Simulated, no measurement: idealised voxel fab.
Process module under the name voxel capacitor over wiring
Cross-sectional view cut (width: 230 nm; square cell size: 5 nm).
Cross-section layout: square cells on a grid; listed as bands, top to bottom; a band spans one or more cell rows.
Per band: top height and bottom height in nm, followed by the left-to-right materials and their widths in nm; "all across" marks a single material spanning edge to edge, "empty" marks empty space.
Below 0: as-received wafer, all one material; heights counted from there. Lowest band: no bottom, goes on down, written "0..down".
With a width like "30 to 40", each row of cells in the band differs from the next by the same amount, the top row carrying the first number and the bottom row the second.
Where a step carries "remained unchanged", the cross-section came out of it unchanged, cell for cell.
Closed empty spaces (no open way to the top) of 8 cells or more are what "Closed internal cavities" lists, each as width x height at distance from the left edge, nm for all three.
Post-settings text on a step line: simulator's own remark regarding the step.
The setting "overlay nm" may be written on the line of a step. When the step uses a mask, the value reports how far to the right of the planned place the mask lay, and a negative value reports that it lay to the left.
Planned process steps
1 RECEIVE,material Si
2 CONFORMAL_DEP,material SiO2,thk nm 10
3 DIRECTIONAL_DEP,material TiN,thk nm 5
4 DIRECTIONAL_DEP,material W,thk nm 25
5 DIRECTIONAL_DEP,material aC,thk nm 10
6 PATTERN,tone cover,mask id METAL_1,material resist,width nm 30,pitch nm 85,thk nm 30,overlay nm 0
7 DIRECTIONAL_ETCH,etch materials aC,depth nm 10
8 STRIP,etch materials resist
9 DIRECTIONAL_ETCH,etch materials W,depth nm 25
10 DIRECTIONAL_ETCH,etch materials TiN,depth nm 5
11 STRIP,etch materials aC
12 FILL_DEP,material SiO2,thk nm 5
13 CMP,height nm 40
14 CONFORMAL_DEP,material SiCN,thk nm 5
15 DIRECTIONAL_DEP,material SiO2,thk nm 20
16 PATTERN,tone open,mask id PLUG_1,material resist,width nm 15,thk nm 20,overlay nm 0
17 DIRECTIONAL_ETCH,etch materials SiO2,depth nm 20
18 DIRECTIONAL_ETCH,etch materials SiCN,depth nm 5
19 STRIP,etch materials resist
20 CONFORMAL_DEP,material TiN,thk nm 5
21 FILL_DEP,material Ru,thk nm 10
22 CMP,height nm 65
23 DIRECTIONAL_DEP,material TiN,thk nm 10
24 DIRECTIONAL_DEP,material SiN,thk nm 5
25 DIRECTIONAL_DEP,material TiN,thk nm 10
26 PATTERN,tone cover,mask id UPPER_PLATE,material resist,width nm 50,thk nm 20,overlay nm 0
27 DIRECTIONAL_ETCH,etch materials TiN,depth nm 10
28 DIRECTIONAL_ETCH,etch materials SiN,depth nm 5
29 STRIP,etch materials resist
30 PATTERN,tone cover,mask id LOWER_PLATE,material resist,width nm 70,thk nm 15,overlay nm 0
31 DIRECTIONAL_ETCH,etch materials TiN,depth nm 10
32 STRIP,etch materials resist
33 FILL_DEP,material SiO2,thk nm 15
34 CMP,height nm 100
35 PATTERN,tone open,mask id PLUG_2,material resist,width nm 15,thk nm 20,overlay nm 0
36 DIRECTIONAL_ETCH,etch materials SiO2,depth nm 10
37 STRIP,etch materials resist
38 CONFORMAL_DEP,material TiN,thk nm 5
39 FILL_DEP,material W,thk nm 10
40 CMP,height nm 100
41 CONFORMAL_DEP,material SiN,thk nm 5
Wafers differ in width nm at step 26; plan lists the first wafer's value; identical starting state.
Received wafers, first of several: cross-section after step 1
> 0..down: Si all across
> Closed internal cavities: none
Cross-section of the first of several wafers once the module has run through its last step, step 41
> 105..100: SiN all across
> 100..95: SiO2 80 nm | TiN 5 nm | W 5 nm | TiN 5 nm | SiO2 135 nm
> 95..90: SiO2 80 nm | TiN 15 nm | SiO2 135 nm
> 90..80: SiO2 75 nm | TiN 50 nm | SiO2 105 nm
> 80..75: SiO2 75 nm | SiN 50 nm | SiO2 105 nm
> 75..65: SiO2 65 nm | TiN 70 nm | SiO2 95 nm
> 65..45: SiO2 70 nm | TiN 5 nm | Ru 5 nm | TiN 5 nm | SiO2 145 nm
> 45..40: SiCN 70 nm | TiN 15 nm | SiCN 145 nm
> 40..15: SiO2 55 nm | W 30 nm | SiO2 55 nm | W 30 nm | SiO2 60 nm
> 15..10: SiO2 55 nm | TiN 30 nm | SiO2 55 nm | TiN 30 nm | SiO2 60 nm
> 10..0: SiO2 all across
> 0..down: Si all across
> Closed internal cavities: none
Here's the last wafer cross-sectioned at the end of the module
> 105..100: SiN all across
> 100..95: SiO2 80 nm | TiN 5 nm | W 5 nm | TiN 5 nm | SiO2 135 nm
> 95..90: SiO2 80 nm | TiN 15 nm | SiO2 135 nm
> 90..80: SiO2 65 nm | TiN 70 nm | SiO2 95 nm
> 80..75: SiO2 65 nm | SiN 75 nm | SiO2 90 nm
> 75..65: SiO2 65 nm | TiN 75 nm | SiO2 90 nm
> 65..45: SiO2 70 nm | TiN 5 nm | Ru 5 nm | TiN 5 nm | SiO2 145 nm
> 45..40: SiCN 70 nm | TiN 15 nm | SiCN 145 nm
> 40..15: SiO2 55 nm | W 30 nm | SiO2 55 nm | W 30 nm | SiO2 60 nm
> 15..10: SiO2 55 nm | TiN 30 nm | SiO2 55 nm | TiN 30 nm | SiO2 60 nm
> 10..0: SiO2 all across
> 0..down: Si all across
> Closed internal cavities: none
So in this table every wafer gets its own row, and what you see is where it stands at the end of the module: for each material, how many cells it picked up (+) or gave up (-) since we received it, and after that its closed voids
width nm 50 | +4 Ru | +43 SiCN | +56 SiN | +726 SiO2 | +76 TiN | +61 W | Closed internal cavities: none
width nm 55 | +4 Ru | +43 SiCN | +57 SiN | +723 SiO2 | +78 TiN | +61 W | Closed internal cavities: none
width nm 60 | +4 Ru | +43 SiCN | +58 SiN | +720 SiO2 | +80 TiN | +61 W | Closed internal cavities: none
width nm 65 | +4 Ru | +43 SiCN | +59 SiN | +717 SiO2 | +82 TiN | +61 W | Closed internal cavities: none
width nm 70 | +4 Ru | +43 SiCN | +60 SiN | +714 SiO2 | +84 TiN | +61 W | Closed internal cavities: none
width nm 75 | +4 Ru | +43 SiCN | +61 SiN | +711 SiO2 | +86 TiN | +61 W | Closed internal cavities: none
